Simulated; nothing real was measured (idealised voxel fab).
Process module under the name voxel double patterning
Square cell edge 5 nm, section width 265 nm, ID cut.
Cross-sections here: square-cell grids, written as top-down lists of bands, a band being one or more rows of cells.
Basically the band line says how high the top is and how high the bottom is, in nm, and then what's in it from left to right, every material with its width in nm. Empty space shows up as "air", and if a single material carries "full width" it runs the full band edge to edge.
Where do heights start? At 0: under that level the wafer as delivered is made of one material only. And the lowest band has no floor; it just carries on downward, as in "0 and below".
You'd read "30..40" like this: the band's top row of cells is as wide as the first number, its bottom row is as wide as the second, and going down, every row changes width by the same amount as the row before did.
"changes: none" after a step means that no cell of the cross-section changed.
Closed empty spaces (no open way to the top) of 8 cells or more are what "Sealed void listing" lists, each as width x height at distance from the left edge, nm for all three.
Past the settings on a step's line: simulator remark, on that step.
overlay nm: mask right of planned place by this much (step with mask). Neg. = left.
-- Process steps foreseen in the plan
- 1: RECEIVE: material Si
- 2: CONFORMAL_DEP: material SiO2, thk nm 10
- 3: DIRECTIONAL_DEP: material polySi, thk nm 10
- 4: DIRECTIONAL_DEP: material SiCN, thk nm 5
- 5: DIRECTIONAL_DEP: material aC, thk nm 15
- 6: PATTERN: tone open, mask id FIRST, material resist, width nm 15, pitch nm 50, thk nm 30, overlay nm 0
- 7: DIRECTIONAL_ETCH: etch materials aC, depth nm 15
- 8: STRIP: etch materials resist
- 9: DIRECTIONAL_ETCH: etch materials SiCN, depth nm 5
- 10: STRIP: etch materials aC
- 11: PATTERN: tone open, mask id SECOND, material resist, width nm 15, thk nm 15, overlay nm 0
- 12: DIRECTIONAL_ETCH: etch materials SiCN, depth nm 5
- 13: STRIP: etch materials resist
- 14: DIRECTIONAL_ETCH: etch materials polySi, depth nm 10
- 15: STRIP: etch materials SiCN
-- The following pertains to the first of two wafers, which was processed as planned
-- Cross-sectional view of the wafer in its as-received condition, corresponding to the state after step 1
	0 and below = Si full width
	Sealed void listing: none
-- State of the wafer after step 2, shown in cross-section
	10 down to 0 = SiO2 full width
	At heights below 0, the structure remains unaltered.
-- State of the wafer after step 3, shown in cross-section
	20 down to 10 = polySi full width
	At heights below 10, the structure remains unaltered.
-- State of the wafer after step 4, shown in cross-section
	25 down to 20 = SiCN full width
	At heights below 20, the structure remains unaltered.
-- State of the wafer after step 5, shown in cross-section
	40 down to 25 = aC full width
	At heights below 25, the structure remains unaltered.
-- State of the wafer after step 6, shown in cross-section
	70 down to 40 = resist (100), air (15), resist (35), air (15), resist (100)
	At heights below 40, the structure remains unaltered.
-- State of the wafer after step 7, shown in cross-section
	55 down to 40 = resist (100), air (15), resist (35), air (15), resist (100)
	40 down to 25 = aC (100), air (15), aC (35), air (15), aC (100)
	At heights below 25, the structure remains unaltered.
-- State of the wafer after step 8, shown in cross-section
	40 down to 25 = aC (100), air (15), aC (35), air (15), aC (100)
	At heights below 25, the structure remains unaltered.
-- State of the wafer after step 9, shown in cross-section
	40 down to 25 = aC (100), air (15), aC (35), air (15), aC (100)
	25 down to 20 = SiCN (100), air (15), SiCN (35), air (15), SiCN (100)
	At heights below 20, the structure remains unaltered.
-- State of the wafer after step 10, shown in cross-section
	25 down to 20 = SiCN (100), air (15), SiCN (35), air (15), SiCN (100)
	At heights below 20, the structure remains unaltered.
-- State of the wafer after step 11, shown in cross-section
	40 down to 25 = resist (125), air (15), resist (125)
	25 down to 20 = SiCN (100), resist (15), SiCN (35), resist (15), SiCN (100)
	At heights below 20, the structure remains unaltered.
-- State of the wafer after step 12, shown in cross-section
	40 down to 25 = resist (125), air (15), resist (125)
	25 down to 20 = SiCN (100), resist (15), SiCN (10), air (15), SiCN (10), resist (15), SiCN (100)
	At heights below 20, the structure remains unaltered.
-- State of the wafer after step 13, shown in cross-section
	25 down to 20 = SiCN (100), air (15), SiCN (10), air (15), SiCN (10), air (15), SiCN (100)
	At heights below 20, the structure remains unaltered.
-- State of the wafer after step 14, shown in cross-section
	25 down to 20 = SiCN (100), air (15), SiCN (10), air (15), SiCN (10), air (15), SiCN (100)
	20 down to 10 = polySi (100), air (15), polySi (10), air (15), polySi (10), air (15), polySi (100)
	At heights below 10, the structure remains unaltered.
-- State of the wafer after step 15, shown in cross-section
	20 down to 10 = polySi (100), air (15), polySi (10), air (15), polySi (10), air (15), polySi (100)
	At heights below 10, the structure remains unaltered.
-- Second wafer. Start and plan as for the first. One mistake made in running. Agrees with the first up to and including step 5
-- Here is the second wafer in cross-section at the point where step 6 of the plan should have been done
	70 down to 40 = resist (110), air (15), resist (35), air (15), resist (90)
	At heights below 40, the structure remains unaltered.
-- Here is the second wafer in cross-section at the point where step 7 of the plan should have been done
	55 down to 40 = resist (110), air (15), resist (35), air (15), resist (90)
	40 down to 25 = aC (110), air (15), aC (35), air (15), aC (90)
	At heights below 25, the structure remains unaltered.
-- Here is the second wafer in cross-section at the point where step 8 of the plan should have been done
	40 down to 25 = aC (110), air (15), aC (35), air (15), aC (90)
	At heights below 25, the structure remains unaltered.
-- Here is the second wafer in cross-section at the point where step 9 of the plan should have been done
	40 down to 25 = aC (110), air (15), aC (35), air (15), aC (90)
	25 down to 20 = SiCN (110), air (15), SiCN (35), air (15), SiCN (90)
	At heights below 20, the structure remains unaltered.
-- Here is the second wafer in cross-section at the point where step 10 of the plan should have been done
	25 down to 20 = SiCN (110), air (15), SiCN (35), air (15), SiCN (90)
	At heights below 20, the structure remains unaltered.
-- Here is the second wafer in cross-section at the point where step 11 of the plan should have been done
	40 down to 25 = resist (125), air (15), resist (125)
	25 down to 20 = SiCN (110), resist (15), SiCN (35), resist (15), SiCN (90)
	At heights below 20, the structure remains unaltered.
-- Here is the second wafer in cross-section at the point where step 12 of the plan should have been done
	40 down to 25 = resist (125), air (15), resist (125)
	25 down to 20 = SiCN (110), resist (15), air (15), SiCN (20), resist (15), SiCN (90)
	At heights below 20, the structure remains unaltered.
-- Here is the second wafer in cross-section at the point where step 13 of the plan should have been done
	25 down to 20 = SiCN (110), air (30), SiCN (20), air (15), SiCN (90)
	At heights below 20, the structure remains unaltered.
-- Here is the second wafer in cross-section at the point where step 14 of the plan should have been done
	25 down to 20 = SiCN (110), air (30), SiCN (20), air (15), SiCN (90)
	20 down to 10 = polySi (110), air (30), polySi (20), air (15), polySi (90)
	At heights below 10, the structure remains unaltered.
-- Here is the second wafer in cross-section at the point where step 15 of the plan should have been done
	20 down to 10 = polySi (110), air (30), polySi (20), air (15), polySi (90)
	At heights below 10, the structure remains unaltered.
Against the plan, the run slipped here: step 6 ran differently from the plan; actual operation with settings: PATTERN: tone open, mask id FIRST, material resist, width nm 15, pitch nm 50, thk nm 30, overlay nm 10
Comparing end states, the material composition by cell count is preserved from the first wafer to the second, while the locations of the cells are not.
